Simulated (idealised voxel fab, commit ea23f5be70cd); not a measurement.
Process module heading - voxel transistor to metal
Cross-section cut spans 215 nm and uses square cells 5 nm in size.
Format of a cross-section: grid, square cells. Given as bands. Order: top down. Band: one or more rows of cells.
Heights first: top, then bottom, in nm. Then materials, left to right, each with a width in nm. "throughout" on a single material: fills the band edge to edge. "blank": empty space.
Height 0 is the level under which the wafer as received is all one material. The lowest band goes on downwards, as in "z 0 and below".
The width entry "30..40" should be interpreted row by row: the top row of cells in the band takes the first number, the bottom row takes the second number, and the change between adjacent rows is uniform throughout.
Where the words "remained the same" appear for a step, the cross-section shows no cell changed by that step; every cell remained as before.
Entry "Trapped void list" = empty spaces >= 8 cells with no open way to the top; each as width x height at distance, distance from left edge, all nm.
It should be noted that, on the line of a given step, the content following the step's settings is a remark produced by the simulator itself with respect to that step.
The setting "overlay nm" may be written on the line of a step. When the step uses a mask, the value reports how far to the right of the planned place the mask lay, and a negative value reports that it lay to the left.
-- These are the steps we planned for the process
1: RECEIVE, material Si
2: OXIDIZE, depth nm 5
3: CONFORMAL_DEP, material SiN, thk nm 10
4: DIRECTIONAL_DEP, material aC, thk nm 15
5: PATTERN, tone cover, mask id ACTIVE, material resist, width nm 115, thk nm 35, overlay nm 0
6: DIRECTIONAL_ETCH, etch materials aC, depth nm 15
7: STRIP, etch materials resist
8: DIRECTIONAL_ETCH, etch materials SiN, depth nm 10
9: DIRECTIONAL_ETCH, etch materials SiO2, depth nm 5
10: DIRECTIONAL_ETCH, etch materials Si, depth nm 25
11: STRIP, etch materials aC
12: FILL_DEP, material SiO2, thk nm 15
13: CMP, height nm 10
14: SELECTIVE_ETCH, etch materials SiO2, depth nm 5
15: STRIP, etch materials SiN
16: SELECTIVE_ETCH, etch materials SiO2, depth nm 5
17: OXIDIZE, depth nm 5
18: DIRECTIONAL_DEP, material polySi, thk nm 20
19: DIRECTIONAL_DEP, material SiCN, thk nm 15
20: MASKED_ETCH, tone cover, mask id GATE, width nm 25, etch materials SiCN, depth nm 25, overlay nm 0
21: MASKED_ETCH, tone cover, mask id GATE, width nm 25, etch materials polySi, depth nm 30, overlay nm 0
22: CONFORMAL_DEP, material SiO2, thk nm 5
23: DIRECTIONAL_ETCH, etch materials SiO2, depth nm 5
24: CONFORMAL_DEP, material SiN, thk nm 5
25: DIRECTIONAL_ETCH, etch materials SiN, depth nm 5
26: DIRECTIONAL_ETCH, etch materials SiO2, depth nm 5
27: DIRECTIONAL_ETCH, etch materials Si, depth nm 15
28: EPI, material nSi, thk nm 15
29: FILL_DEP, material SiO2, thk nm 5
30: CMP, height nm 30
31: DIRECTIONAL_DEP, material SiO2, thk nm 15
32: PATTERN, tone open, mask id CONTACT, material resist, width nm 20, pitch nm 75, thk nm 15, overlay nm 0
33: DIRECTIONAL_ETCH, etch materials SiO2, depth nm 40
34: STRIP, etch materials resist
35: CONFORMAL_DEP, material TiN, thk nm 5
36: FILL_DEP, material Ru, thk nm 10
37: CMP, height nm 45
38: DIRECTIONAL_DEP, material TiN, thk nm 5
39: DIRECTIONAL_DEP, material Ru, thk nm 15
40: DIRECTIONAL_DEP, material aC, thk nm 10
41: PATTERN, tone cover, mask id METAL_1, material resist, width nm 20, pitch nm 75, thk nm 25, overlay nm 0
42: DIRECTIONAL_ETCH, etch materials aC, depth nm 10
43: STRIP, etch materials resist
44: DIRECTIONAL_ETCH, etch materials Ru, depth nm 15
45: DIRECTIONAL_ETCH, etch materials TiN, depth nm 5
46: STRIP, etch materials aC
47: FILL_DEP, material lowk, thk nm 10
48: CMP, height nm 65
49: CONFORMAL_DEP, material SiN, thk nm 5
-- As received (post step 1): cross-section
> z 0 and below: Si throughout
> Trapped void list: none
-- Result of the module, cross-sectioned: start per above, plan per above, one error in how it was run
> z 70 to 65: SiN throughout
> z 65 to 50: 60 nm lowk, 20 nm Ru, 55 nm lowk, 20 nm Ru, 60 nm lowk
> z 50 to 45: 60 nm lowk, 20 nm TiN, 55 nm lowk, 20 nm TiN, 60 nm lowk
> z 45 to 30: 60 nm SiO2, 5 nm TiN, 10 nm Ru, 5 nm TiN, 55 nm SiO2, 5 nm TiN, 10 nm Ru, 5 nm TiN, 60 nm SiO2
> z 30 to 20: 60 nm SiO2, 5 nm TiN, 10 nm Ru, 5 nm TiN, 5 nm SiO2, 5 nm SiN, 5 nm SiO2, 25 nm SiCN, 5 nm SiO2, 5 nm SiN, 5 nm SiO2, 5 nm TiN, 10 nm Ru, 5 nm TiN, 60 nm SiO2
> z 20 to 10: 60 nm SiO2, 5 nm TiN, 10 nm Ru, 5 nm TiN, 5 nm SiO2, 5 nm SiN, 5 nm SiO2, 25 nm polySi, 5 nm SiO2, 5 nm SiN, 5 nm SiO2, 5 nm TiN, 10 nm Ru, 5 nm TiN, 60 nm SiO2
> z 10 to 5: 60 nm SiO2, 20 nm TiN, 5 nm SiO2, 5 nm SiN, 5 nm SiO2, 25 nm polySi, 5 nm SiO2, 5 nm SiN, 5 nm SiO2, 20 nm TiN, 60 nm SiO2
> z 5 to 0: 30 nm SiO2, 20 nm nSi, 35 nm SiO2, 5 nm SiN, 5 nm SiO2, 25 nm polySi, 5 nm SiO2, 5 nm SiN, 35 nm SiO2, 20 nm nSi, 30 nm SiO2
> z 0 to -5: 30 nm SiO2, 15 nm nSi, 5 nm SiN, 115 nm SiO2, 5 nm SiN, 15 nm nSi, 30 nm SiO2
> z -5 to -10: 30 nm SiO2, 15 nm nSi, 125 nm SiO2, 15 nm nSi, 30 nm SiO2
> z -10 to -25: 45 nm nSi, 5 nm Si, 115 nm SiO2, 5 nm Si, 45 nm nSi
> z -25 to -30: 50 nm Si, 115 nm SiO2, 50 nm Si
> z -30 and below: Si throughout
> Trapped void list: none
The mistake made against the process plan was this: heads up, step 5 didn't go per plan, it actually ran as PATTERN, tone open, mask id ACTIVE, material resist, width nm 115, thk nm 35, overlay nm 0
